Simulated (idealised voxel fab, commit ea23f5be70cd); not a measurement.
A process module follows: voxel gate over fins.
200 nm wide, 5 nm square cells: that's cross-section cut.
Cross-section layout: square cells on a grid; listed as bands, top to bottom; a band spans one or more cell rows.
It is stipulated that each band's entry specify, in nanometres, the height of the top of the band and then that of its bottom, followed by the materials of the band in left-to-right sequence, each together with its width in nanometres. A single material marked by the word "all across" is understood to fill the band from edge to edge; the word "blank" is understood to denote empty space.
All heights in this document are referenced to 0, defined as the level beneath which the wafer, as received, consists entirely of one material. The lowest band is not bounded below; it extends indefinitely downward and is written in the form "0 down".
Width spec "30 to 40" -> top row of cells at first value, bottom row at second value, equal per-row change in between.
Key: "remained the same" - step with no changed cell in the cross-section.
"Non-vented voids" enumerates empty spaces isolated from the top, with no open way to it, that contain at least 8 cells, giving each as width x height at distance from the left edge, all three in nm.
Anything after a step's settings on that line? It's the simulator's own note about the step.
Steps that use a mask can have "overlay nm" on their line. It says how far the mask sat to the right of where it was meant to be. Negative means to the left.
[Intended process steps]
step 1: RECEIVE with material Si
step 2: CONFORMAL_DEP with material SiN, thk nm 10
step 3: PATTERN with tone cover, mask id FINS, material resist, width nm 15, pitch nm 60, thk nm 15, overlay nm 0
step 4: DIRECTIONAL_ETCH with etch materials SiN, depth nm 10
step 5: DIRECTIONAL_ETCH with etch materials Si, depth nm 35
step 6: STRIP with etch materials resist
step 7: FILL_DEP with material SiO2, thk nm 5
step 8: CMP with height nm 10
step 9: DIRECTIONAL_DEP with material aC, thk nm 15
step 10: PATTERN with tone open, mask id RAIL, material resist, width nm 15, thk nm 30, overlay nm 0
step 11: DIRECTIONAL_ETCH with etch materials aC, depth nm 15
step 12: STRIP with etch materials resist
step 13: DIRECTIONAL_ETCH with etch materials SiO2, depth nm 40
step 14: STRIP with etch materials aC
step 15: CONFORMAL_DEP with material TiN, thk nm 5
step 16: FILL_DEP with material W, thk nm 5
step 17: CMP with height nm 10
step 18: SELECTIVE_ETCH with etch materials W Ru TiN, depth nm 30
step 19: FILL_DEP with material SiO2, thk nm 5
step 20: CMP with height nm 10
step 21: SELECTIVE_ETCH with etch materials SiO2, depth nm 25
step 22: STRIP with etch materials SiN
step 23: CONFORMAL_DEP with material HfO2, thk nm 5
step 24: CONFORMAL_DEP with material TiN, thk nm 5
step 25: CONFORMAL_DEP with material TiAl, thk nm 5
step 26: CONFORMAL_DEP with material TiN, thk nm 5
step 27: FILL_DEP with material W, thk nm 15
step 28: CMP with height nm 30
step 29: CONFORMAL_DEP with material SiCN, thk nm 5
[First wafer, two in total, run as planned]
[Shown in cross-section is the wafer as received, that is, as it stands after step 1]
    0 down: Si all across
    Non-vented voids: none
[State of the wafer after step 2, shown in cross-section]
    10 to 0: SiN all across
    Rest of section, below 0: as before.
[State of the wafer after step 3, shown in cross-section]
    25 to 10: blank (60)  resist (15)  blank (45)  resist (15)  blank (65)
    Rest of section, below 10: as before.
[State of the wafer after step 4, shown in cross-section]
    25 to 10: blank (60)  resist (15)  blank (45)  resist (15)  blank (65)
    10 to 0: blank (60)  SiN (15)  blank (45)  SiN (15)  blank (65)
    Rest of section, below 0: as before.
[State of the wafer after step 5, shown in cross-section]
    25 to 10: blank (60)  resist (15)  blank (45)  resist (15)  blank (65)
    10 to 0: blank (60)  SiN (15)  blank (45)  SiN (15)  blank (65)
    0 to -35: blank (60)  Si (15)  blank (45)  Si (15)  blank (65)
    Rest of section, below -35: as before.
[State of the wafer after step 6, shown in cross-section]
    10 to 0: blank (60)  SiN (15)  blank (45)  SiN (15)  blank (65)
    Rest of section, below 0: as before.
[State of the wafer after step 7, shown in cross-section]
    15 to 10: SiO2 all across
    10 to 0: SiO2 (60)  SiN (15)  SiO2 (45)  SiN (15)  SiO2 (65)
    0 to -35: SiO2 (60)  Si (15)  SiO2 (45)  Si (15)  SiO2 (65)
    Rest of section, below -35: as before.
[State of the wafer after step 8, shown in cross-section]
    10 to 0: SiO2 (60)  SiN (15)  SiO2 (45)  SiN (15)  SiO2 (65)
    Rest of section, below 0: as before.
[State of the wafer after step 9, shown in cross-section]
    25 to 10: aC all across
    Rest of section, below 10: as before.
[State of the wafer after step 10, shown in cross-section]
    55 to 25: resist (90)  blank (15)  resist (95)
    Rest of section, below 25: as before.
[State of the wafer after step 11, shown in cross-section]
    40 to 25: resist (90)  blank (15)  resist (95)
    25 to 10: aC (90)  blank (15)  aC (95)
    Rest of section, below 10: as before.
[State of the wafer after step 12, shown in cross-section]
    25 to 10: aC (90)  blank (15)  aC (95)
    Rest of section, below 10: as before.
[State of the wafer after step 13, shown in cross-section]
    25 to 10: aC (90)  blank (15)  aC (95)
    10 to 0: SiO2 (60)  SiN (15)  SiO2 (15)  blank (15)  SiO2 (15)  SiN (15)  SiO2 (65)
    0 to -30: SiO2 (60)  Si (15)  SiO2 (15)  blank (15)  SiO2 (15)  Si (15)  SiO2 (65)
    Rest of section, below -30: as before.
[State of the wafer after step 14, shown in cross-section]
    10 to 0: SiO2 (60)  SiN (15)  SiO2 (15)  blank (15)  SiO2 (15)  SiN (15)  SiO2 (65)
    Rest of section, below 0: as before.
[State of the wafer after step 15, shown in cross-section]
    15 to 10: TiN (95)  blank (5)  TiN (100)
    10 to 0: SiO2 (60)  SiN (15)  SiO2 (15)  TiN (5)  blank (5)  TiN (5)  SiO2 (15)  SiN (15)  SiO2 (65)
    0 to -25: SiO2 (60)  Si (15)  SiO2 (15)  TiN (5)  blank (5)  TiN (5)  SiO2 (15)  Si (15)  SiO2 (65)
    -25 to -30: SiO2 (60)  Si (15)  SiO2 (15)  TiN (15)  SiO2 (15)  Si (15)  SiO2 (65)
    Rest of section, below -30: as before.
[State of the wafer after step 16, shown in cross-section]
    20 to 15: W all across
    15 to 10: TiN (95)  W (5)  TiN (100)
    10 to 0: SiO2 (60)  SiN (15)  SiO2 (15)  TiN (5)  W (5)  TiN (5)  SiO2 (15)  SiN (15)  SiO2 (65)
    0 to -25: SiO2 (60)  Si (15)  SiO2 (15)  TiN (5)  W (5)  TiN (5)  SiO2 (15)  Si (15)  SiO2 (65)
    Rest of section, below -25: as before.
[State of the wafer after step 17, shown in cross-section]
    10 to 0: SiO2 (60)  SiN (15)  SiO2 (15)  TiN (5)  W (5)  TiN (5)  SiO2 (15)  SiN (15)  SiO2 (65)
    Rest of section, below 0: as before.
[State of the wafer after step 18, shown in cross-section]
    10 to 0: SiO2 (60)  SiN (15)  SiO2 (15)  blank (15)  SiO2 (15)  SiN (15)  SiO2 (65)
    0 to -20: SiO2 (60)  Si (15)  SiO2 (15)  blank (15)  SiO2 (15)  Si (15)  SiO2 (65)
    Rest of section, below -20: as before.
[State of the wafer after step 19, shown in cross-section]
    15 to 10: SiO2 all across
    10 to 0: SiO2 (60)  SiN (15)  SiO2 (45)  SiN (15)  SiO2 (65)
    0 to -20: SiO2 (60)  Si (15)  SiO2 (45)  Si (15)  SiO2 (65)
    Rest of section, below -20: as before.
[State of the wafer after step 20, shown in cross-section]
    10 to 0: SiO2 (60)  SiN (15)  SiO2 (45)  SiN (15)  SiO2 (65)
    Rest of section, below 0: as before.
[State of the wafer after step 21, shown in cross-section]
    10 to 0: blank (60)  SiN (15)  blank (45)  SiN (15)  blank (65)
    0 to -15: blank (60)  Si (15)  blank (45)  Si (15)  blank (65)
    Rest of section, below -15: as before.
[State of the wafer after step 22, shown in cross-section]
    0 to -15: blank (60)  Si (15)  blank (45)  Si (15)  blank (65)
    Rest of section, below -15: as before.
[State of the wafer after step 23, shown in cross-section]
    5 to 0: blank (55)  HfO2 (25)  blank (35)  HfO2 (25)  blank (60)
    0 to -10: blank (55)  HfO2 (5)  Si (15)  HfO2 (5)  blank (35)  HfO2 (5)  Si (15)  HfO2 (5)  blank (60)
    -10 to -15: HfO2 (60)  Si (15)  HfO2 (45)  Si (15)  HfO2 (65)
    Rest of section, below -15: as before.
[State of the wafer after step 24, shown in cross-section]
    10 to 5: blank (50)  TiN (35)  blank (25)  TiN (35)  blank (55)
    5 to 0: blank (50)  TiN (5)  HfO2 (25)  TiN (5)  blank (25)  TiN (5)  HfO2 (25)  TiN (5)  blank (55)
    0 to -5: blank (50)  TiN (5)  HfO2 (5)  Si (15)  HfO2 (5)  TiN (5)  blank (25)  TiN (5)  HfO2 (5)  Si (15)  HfO2 (5)  TiN (5)  blank (55)
    -5 to -10: TiN (55)  HfO2 (5)  Si (15)  HfO2 (5)  TiN (35)  HfO2 (5)  Si (15)  HfO2 (5)  TiN (60)
    Rest of section, below -10: as before.
[State of the wafer after step 25, shown in cross-section]
    15 to 10: blank (45)  TiAl (45)  blank (15)  TiAl (45)  blank (50)
    10 to 5: blank (45)  TiAl (5)  TiN (35)  TiAl (5)  blank (15)  TiAl (5)  TiN (35)  TiAl (5)  blank (50)
    5 to 0: blank (45)  TiAl (5)  TiN (5)  HfO2 (25)  TiN (5)  TiAl (5)  blank (15)  TiAl (5)  TiN (5)  HfO2 (25)  TiN (5)  TiAl (5)  blank (50)
    0 to -5: TiAl (50)  TiN (5)  HfO2 (5)  Si (15)  HfO2 (5)  TiN (5)  TiAl (25)  TiN (5)  HfO2 (5)  Si (15)  HfO2 (5)  TiN (5)  TiAl (55)
    Rest of section, below -5: as before.
[State of the wafer after step 26, shown in cross-section]
    20 to 15: blank (40)  TiN (55)  blank (5)  TiN (55)  blank (45)
    15 to 10: blank (40)  TiN (5)  TiAl (45)  TiN (5)  blank (5)  TiN (5)  TiAl (45)  TiN (5)  blank (45)
    10 to 5: blank (40)  TiN (5)  TiAl (5)  TiN (35)  TiAl (5)  TiN (5)  blank (5)  TiN (5)  TiAl (5)  TiN (35)  TiAl (5)  TiN (5)  blank (45)
    5 to 0: TiN (45)  TiAl (5)  TiN (5)  HfO2 (25)  TiN (5)  TiAl (5)  TiN (15)  TiAl (5)  TiN (5)  HfO2 (25)  TiN (5)  TiAl (5)  TiN (50)
    Rest of section, below 0: as before.
[State of the wafer after step 27, shown in cross-section]
    35 to 20: W all across
    20 to 15: W (40)  TiN (55)  W (5)  TiN (55)  W (45)
    15 to 10: W (40)  TiN (5)  TiAl (45)  TiN (5)  W (5)  TiN (5)  TiAl (45)  TiN (5)  W (45)
    10 to 5: W (40)  TiN (5)  TiAl (5)  TiN (35)  TiAl (5)  TiN (5)  W (5)  TiN (5)  TiAl (5)  TiN (35)  TiAl (5)  TiN (5)  W (45)
    Rest of section, below 5: as before.
[State of the wafer after step 28, shown in cross-section]
    30 to 20: W all across
    Rest of section, below 20: as before.
[State of the wafer after step 29, shown in cross-section]
    35 to 30: SiCN all across
    Rest of section, below 30: as before.
[Wafer two of two - same starting point, same process plan, one mistake in execution; matches wafer one up to and including step 23]
Second wafer at the planned finish of step 24, seen in cross-section: remained the same
[Second wafer at the planned finish of step 25, seen in cross-section]
    10 to 5: blank (50)  TiAl (35)  blank (25)  TiAl (35)  blank (55)
    5 to 0: blank (50)  TiAl (5)  HfO2 (25)  TiAl (5)  blank (25)  TiAl (5)  HfO2 (25)  TiAl (5)  blank (55)
    0 to -5: blank (50)  TiAl (5)  HfO2 (5)  Si (15)  HfO2 (5)  TiAl (5)  blank (25)  TiAl (5)  HfO2 (5)  Si (15)  HfO2 (5)  TiAl (5)  blank (55)
    -5 to -10: TiAl (55)  HfO2 (5)  Si (15)  HfO2 (5)  TiAl (35)  HfO2 (5)  Si (15)  HfO2 (5)  TiAl (60)
    Rest of section, below -10: as before.
[Second wafer at the planned finish of step 26, seen in cross-section]
    15 to 10: blank (45)  TiN (45)  blank (15)  TiN (45)  blank (50)
    10 to 5: blank (45)  TiN (5)  TiAl (35)  TiN (5)  blank (15)  TiN (5)  TiAl (35)  TiN (5)  blank (50)
    5 to 0: blank (45)  TiN (5)  TiAl (5)  HfO2 (25)  TiAl (5)  TiN (5)  blank (15)  TiN (5)  TiAl (5)  HfO2 (25)  TiAl (5)  TiN (5)  blank (50)
    0 to -5: TiN (50)  TiAl (5)  HfO2 (5)  Si (15)  HfO2 (5)  TiAl (5)  TiN (25)  TiAl (5)  HfO2 (5)  Si (15)  HfO2 (5)  TiAl (5)  TiN (55)
    Rest of section, below -5: as before.
[Second wafer at the planned finish of step 27, seen in cross-section]
    30 to 15: W all across
    15 to 10: W (45)  TiN (45)  W (15)  TiN (45)  W (50)
    10 to 5: W (45)  TiN (5)  TiAl (35)  TiN (5)  W (15)  TiN (5)  TiAl (35)  TiN (5)  W (50)
    5 to 0: W (45)  TiN (5)  TiAl (5)  HfO2 (25)  TiAl (5)  TiN (5)  W (15)  TiN (5)  TiAl (5)  HfO2 (25)  TiAl (5)  TiN (5)  W (50)
    Rest of section, below 0: as before.
Second wafer at the planned finish of step 28, seen in cross-section: remained the same
[Second wafer at the planned finish of step 29, seen in cross-section]
    35 to 30: SiCN all across
    Rest of section, below 30: as before.
Deviation noted in wafer processing: plan step 24: skipped, not run
Final wafer comparison in cells, second versus first, more or fewer per material: TiN -52, W +52
